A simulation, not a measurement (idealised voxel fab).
The name of this process module is voxel trench capacitor.
In the cross-section labelled cut, the width is 255 nm and each square cell is 5 nm.
This document writes a cross-section as a grid whose cells are square, and gives it as bands, listed from the top down; one or more rows of cells form a band.
In this notation a band is specified by the heights of its top and bottom, in that order and in nm, after which its materials appear from left to right, each paired with its width in nm. The word "full width" attached to a single material means that material fills the band from edge to edge; the word "empty" stands for empty space.
A quick word on heights: they are counted from 0, and under that level the wafer as it came to us is one material throughout. The lowest band is different from the rest in having no bottom; it simply continues downward, written as in "0..down".
Think of "30 to 40" as a width that walks from the first number to the second as you go down the band, top row to bottom row, taking equal-sized steps from row to row.
Key: "same as before" - step with no changed cell in the cross-section.
"Closed void roster" lists enclosed empty spaces (at least 8 cells, no open path upward to the top), each as width x height at distance from the left edge, in nm.
If you see something after the settings on a step's line, that's the simulator's own remark about that step.
Each step line may optionally specify "overlay nm", which for a step with a mask gives the rightward distance between the mask's planned place and where it lay, a negative value indicating the leftward direction.
Process steps (planned):
1. RECEIVE: material Si
2. CONFORMAL_DEP: material SiN, thk nm 10
3. DIRECTIONAL_DEP: material aC, thk nm 15
4. PATTERN: tone open, mask id TRENCH, material resist, width nm 20, pitch nm 45, thk nm 30, overlay nm 0
5. DIRECTIONAL_ETCH: etch materials aC, depth nm 15
6. STRIP: etch materials resist
7. DIRECTIONAL_ETCH: etch materials SiN, depth nm 5
8. DIRECTIONAL_ETCH: etch materials Si, depth nm 30
9. STRIP: etch materials aC
10. CONFORMAL_DEP: material SiO2, thk nm 5
11. FILL_DEP: material polySi, thk nm 10
12. CMP: height nm 10
Heads up: all these wafers start the same, and what changes between them is the depth nm in step 7. The value you see in the plan is just what the first wafer got.
First of several wafers (as received, post step 1), cross-sectional view:
* 0..down | Si full width
* Closed void roster: none
First wafer at the end, after step 12:
* 10..5 | 50 nm SiN, then 20 nm SiO2, then 25 nm SiN, then 20 nm SiO2, then 25 nm SiN, then 20 nm SiO2, then 25 nm SiN, then 20 nm SiO2, then 50 nm SiN
* 5..0 | SiN full width
* 0..down | Si full width
* Closed void roster: none
Wafer cross-section (last wafer, module end):
* 10..0 | 50 nm SiN, then 5 nm SiO2, then 10 nm polySi, then 5 nm SiO2, then 25 nm SiN, then 5 nm SiO2, then 10 nm polySi, then 5 nm SiO2, then 25 nm SiN, then 5 nm SiO2, then 10 nm polySi, then 5 nm SiO2, then 25 nm SiN, then 5 nm SiO2, then 10 nm polySi, then 5 nm SiO2, then 50 nm SiN
* 0..-25 | 50 nm Si, then 5 nm SiO2, then 10 nm polySi, then 5 nm SiO2, then 25 nm Si, then 5 nm SiO2, then 10 nm polySi, then 5 nm SiO2, then 25 nm Si, then 5 nm SiO2, then 10 nm polySi, then 5 nm SiO2, then 25 nm Si, then 5 nm SiO2, then 10 nm polySi, then 5 nm SiO2, then 50 nm Si
* -25..-30 | 50 nm Si, then 20 nm SiO2, then 25 nm Si, then 20 nm SiO2, then 25 nm Si, then 20 nm SiO2, then 25 nm Si, then 20 nm SiO2, then 50 nm Si
* -30..down | Si full width
* Closed void roster: none
Every row in this table is a wafer at the end of the module, and it gives, for each of the materials, the cells that wafer has gained (+) or lost (-) since it was received, then its closed voids:
depth nm 5, +86 SiN, +16 SiO2, Closed void roster: none
depth nm 10, -96 Si, +70 SiN, +72 SiO2, +56 polySi, Closed void roster: none
depth nm 15, -96 Si, +70 SiN, +72 SiO2, +56 polySi, Closed void roster: none
depth nm 20, -96 Si, +70 SiN, +72 SiO2, +56 polySi, Closed void roster: none
depth nm 25, -96 Si, +70 SiN, +72 SiO2, +56 polySi, Closed void roster: none
